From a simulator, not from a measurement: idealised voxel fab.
This section sets out a process module, namely voxel transistor to metal.
Section shown: cut. Width: 160 nm. Cell size: 5 nm, square.
Format of a cross-section: grid, square cells. Given as bands. Order: top down. Band: one or more rows of cells. Heads up on the band format: heights come first, top then bottom, in nm. After that it's the materials left to right, each with its width in nm. A single material flagged "throughout" fills the whole band edge to edge, and "air" means there's empty space there. Height is counted from the level 0, under which the received wafer is composed throughout of one material. The lowest of the bands is not closed at the bottom but continues downward, in the notation "0 nm and below". Read "30 to 40" as a graded width: first number on top, second number at the bottom, same change between each pair of neighbouring rows. The cross-section has no changed cell in any step marked "all unchanged". "Completely sealed voids" enumerates empty spaces isolated from the top, with no open way to it, that contain at least 8 cells, giving each as width x height at distance from the left edge, all three in nm. Note: text after step settings on the step line = simulator remark on that step. "overlay nm" on a masked step: distance the mask lay right of its planned place, negative for left.
**Process steps (planned)**
1 RECEIVE with material Si
2 CONFORMAL_DEP with material SiO2, thk nm 5
3 CONFORMAL_DEP with material SiN, thk nm 15
4 PATTERN with tone cover, mask id ACTIVE, material resist, width nm 95, thk nm 15, overlay nm 0
5 DIRECTIONAL_ETCH with etch materials SiN, depth nm 15
6 DIRECTIONAL_ETCH with etch materials SiO2, depth nm 5
7 DIRECTIONAL_ETCH with etch materials Si, depth nm 20
8 STRIP with etch materials resist
9 FILL_DEP with material SiO2, thk nm 15
10 CMP with height nm 20
11 SELECTIVE_ETCH with etch materials SiO2, depth nm 10
12 STRIP with etch materials SiN
13 SELECTIVE_ETCH with etch materials SiO2, depth nm 5
14 OXIDIZE with depth nm 5
15 DIRECTIONAL_DEP with material polySi, thk nm 25
16 DIRECTIONAL_DEP with material SiCN, thk nm 15
17 PATTERN with tone cover, mask id GATE, material resist, width nm 25, thk nm 15, overlay nm 0
18 DIRECTIONAL_ETCH with etch materials SiCN, depth nm 25
19 DIRECTIONAL_ETCH with etch materials polySi, depth nm 35
20 STRIP with etch materials resist
21 CONFORMAL_DEP with material SiO2, thk nm 5
22 DIRECTIONAL_ETCH with etch materials SiO2, depth nm 5
23 CONFORMAL_DEP with material SiN, thk nm 5
24 DIRECTIONAL_ETCH with etch materials SiN, depth nm 5
25 DIRECTIONAL_ETCH with etch materials SiO2, depth nm 5
26 DIRECTIONAL_ETCH with etch materials Si, depth nm 15
27 EPI with material SiGe, thk nm 15
28 FILL_DEP with material SiO2, thk nm 5
29 CMP with height nm 25
30 STRIP with etch materials polySi
31 SELECTIVE_ETCH with etch materials SiO2, depth nm 5
32 CONFORMAL_DEP with material HfO2, thk nm 5
33 CONFORMAL_DEP with material TiN, thk nm 5
34 FILL_DEP with material W, thk nm 5
35 CMP with height nm 20
36 DIRECTIONAL_DEP with material SiO2, thk nm 15
37 PATTERN with tone open, mask id CONTACT, material resist, width nm 15, pitch nm 70, thk nm 20, overlay nm 0
38 DIRECTIONAL_ETCH with etch materials SiO2, depth nm 25
39 STRIP with etch materials resist
40 CONFORMAL_DEP with material TiN, thk nm 5
41 FILL_DEP with material Ru, thk nm 10
42 CMP with height nm 35
43 DIRECTIONAL_DEP with material TiN, thk nm 5
44 DIRECTIONAL_DEP with material W, thk nm 25
45 PATTERN with tone cover, mask id METAL_1, material resist, width nm 15, pitch nm 70, thk nm 20, overlay nm 0
46 DIRECTIONAL_ETCH with etch materials W, depth nm 25
47 DIRECTIONAL_ETCH with etch materials TiN, depth nm 5
48 STRIP with etch materials resist
49 FILL_DEP with material SiO2, thk nm 5
50 CMP with height nm 65
51 CONFORMAL_DEP with material SiCN, thk nm 5
52 DIRECTIONAL_DEP with material SiO2, thk nm 30
53 PATTERN with tone open, mask id METAL_2, material resist, width nm 15, pitch nm 70, thk nm 20, overlay nm 0
54 DIRECTIONAL_ETCH with etch materials SiO2, depth nm 20
55 STRIP with etch materials resist
56 MASKED_ETCH with tone open, mask id METAL_2_HOLES, width nm 15, pitch nm 70, etch materials SiO2, depth nm 10, overlay nm 0
57 MASKED_ETCH with tone open, mask id METAL_2_HOLES, width nm 15, pitch nm 70, etch materials SiCN, depth nm 5, overlay nm 0
58 CONFORMAL_DEP with material TiN, thk nm 5
59 FILL_DEP with material Ru, thk nm 5
60 CMP with height nm 100
61 CONFORMAL_DEP with material SiCN, thk nm 5
For clarity, it should be stated that the wafers under discussion commence in an identical condition and differ with respect to the depth nm of step 22, the plan indicating the value that the first wafer had.
**After step 1, as received: first of several wafers, cross-section**
> 0 nm and below | Si throughout
> Completely sealed voids: none
**Here is the cross-section of the first of several wafers at the end of the module, after its last step, step 61**
> 105 nm to 100 nm | SiCN throughout
> 100 nm to 70 nm | SiO2 35 / TiN 5 / Ru 5 / TiN 5 / SiO2 55 / TiN 5 / Ru 5 / TiN 5 / SiO2 40
> 70 nm to 65 nm | SiCN 35 / TiN 15 / SiCN 55 / TiN 15 / SiCN 40
> 65 nm to 40 nm | SiO2 35 / W 15 / SiO2 55 / W 15 / SiO2 40
> 40 nm to 35 nm | SiO2 35 / TiN 15 / SiO2 55 / TiN 15 / SiO2 40
> 35 nm to 20 nm | SiO2 35 / TiN 5 / Ru 5 / TiN 5 / SiO2 55 / TiN 5 / Ru 5 / TiN 5 / SiO2 40
> 20 nm to 15 nm | SiO2 35 / TiN 5 / Ru 5 / TiN 5 / SiO2 5 / SiN 5 / HfO2 5 / TiN 5 / W 15 / TiN 5 / HfO2 5 / SiN 5 / SiO2 5 / TiN 5 / Ru 5 / TiN 5 / SiO2 40
> 15 nm to 10 nm | SiO2 35 / TiN 15 / SiO2 5 / SiN 5 / HfO2 5 / TiN 5 / W 15 / TiN 5 / HfO2 5 / SiN 5 / SiO2 5 / TiN 15 / SiO2 40
> 10 nm to 5 nm | SiO2 30 / SiGe 25 / SiN 5 / HfO2 5 / TiN 5 / W 15 / TiN 5 / HfO2 5 / SiN 5 / SiGe 25 / SiO2 35
> 5 nm to 0 nm | SiO2 30 / SiN 5 / SiGe 20 / SiN 5 / HfO2 5 / TiN 25 / HfO2 5 / SiN 5 / SiGe 20 / SiN 5 / SiO2 35
> 0 nm to -5 nm | SiO2 35 / SiGe 20 / SiO2 5 / HfO2 35 / SiO2 5 / SiGe 20 / SiO2 40
> -5 nm to -20 nm | SiO2 30 / Si 5 / SiGe 20 / Si 45 / SiGe 20 / Si 5 / SiO2 35
> -20 nm and below | Si throughout
> Completely sealed voids: none
**The last wafer as seen in cross-section at the end of the module**
> 105 nm to 100 nm | SiCN throughout
> 100 nm to 70 nm | SiO2 35 / TiN 5 / Ru 5 / TiN 5 / SiO2 55 / TiN 5 / Ru 5 / TiN 5 / SiO2 40
> 70 nm to 65 nm | SiCN 35 / TiN 15 / SiCN 55 / TiN 15 / SiCN 40
> 65 nm to 40 nm | SiO2 35 / W 15 / SiO2 55 / W 15 / SiO2 40
> 40 nm to 35 nm | SiO2 35 / TiN 15 / SiO2 55 / TiN 15 / SiO2 40
> 35 nm to 20 nm | SiO2 35 / TiN 5 / Ru 5 / TiN 5 / SiO2 55 / TiN 5 / Ru 5 / TiN 5 / SiO2 40
> 20 nm to 15 nm | SiO2 35 / TiN 5 / Ru 5 / TiN 5 / SiO2 5 / SiN 5 / HfO2 5 / TiN 5 / W 15 / TiN 5 / HfO2 5 / SiN 5 / SiO2 5 / TiN 5 / Ru 5 / TiN 5 / SiO2 40
> 15 nm to 10 nm | SiO2 35 / TiN 15 / SiO2 5 / SiN 5 / HfO2 5 / TiN 5 / W 15 / TiN 5 / HfO2 5 / SiN 5 / SiO2 5 / TiN 15 / SiO2 40
> 10 nm to 5 nm | SiO2 40 / SiGe 15 / SiN 5 / HfO2 5 / TiN 5 / W 15 / TiN 5 / HfO2 5 / SiN 5 / SiGe 15 / SiO2 45
> 5 nm to 0 nm | SiO2 40 / SiGe 15 / SiN 5 / HfO2 5 / TiN 25 / HfO2 5 / SiN 5 / SiGe 15 / SiO2 45
> 0 nm to -5 nm | SiO2 40 / SiGe 15 / SiN 5 / HfO2 35 / SiN 5 / SiGe 15 / SiO2 45
> -5 nm to -10 nm | SiO2 25 / SiN 5 / SiGe 25 / Si 45 / SiGe 25 / SiN 5 / SiO2 30
> -10 nm to -20 nm | SiO2 30 / SiGe 25 / Si 45 / SiGe 25 / SiO2 35
> -20 nm and below | Si throughout
> Completely sealed voids: none
**Note: the following table is arranged by wafer, a row apiece. Each row reports the end-of-module state: per material, cells gained (+) or cells lost (-) compared with the wafer as received; closed voids follow**
depth nm 5, +15 HfO2, +20 Ru, -95 Si, +58 SiCN, +50 SiGe, +10 SiN, +506 SiO2, +69 TiN, +39 W, Completely sealed voids: none
depth nm 10, +15 HfO2, +20 Ru, -95 Si, +58 SiCN, +58 SiGe, +12 SiN, +496 SiO2, +69 TiN, +39 W, Completely sealed voids: none
depth nm 15, +15 HfO2, +20 Ru, -101 Si, +58 SiCN, +50 SiGe, +10 SiN, +512 SiO2, +69 TiN, +39 W, Completely sealed voids: none
depth nm 20, +15 HfO2, +20 Ru, -101 Si, +58 SiCN, +48 SiGe, +12 SiN, +512 SiO2, +69 TiN, +39 W, Completely sealed voids: none
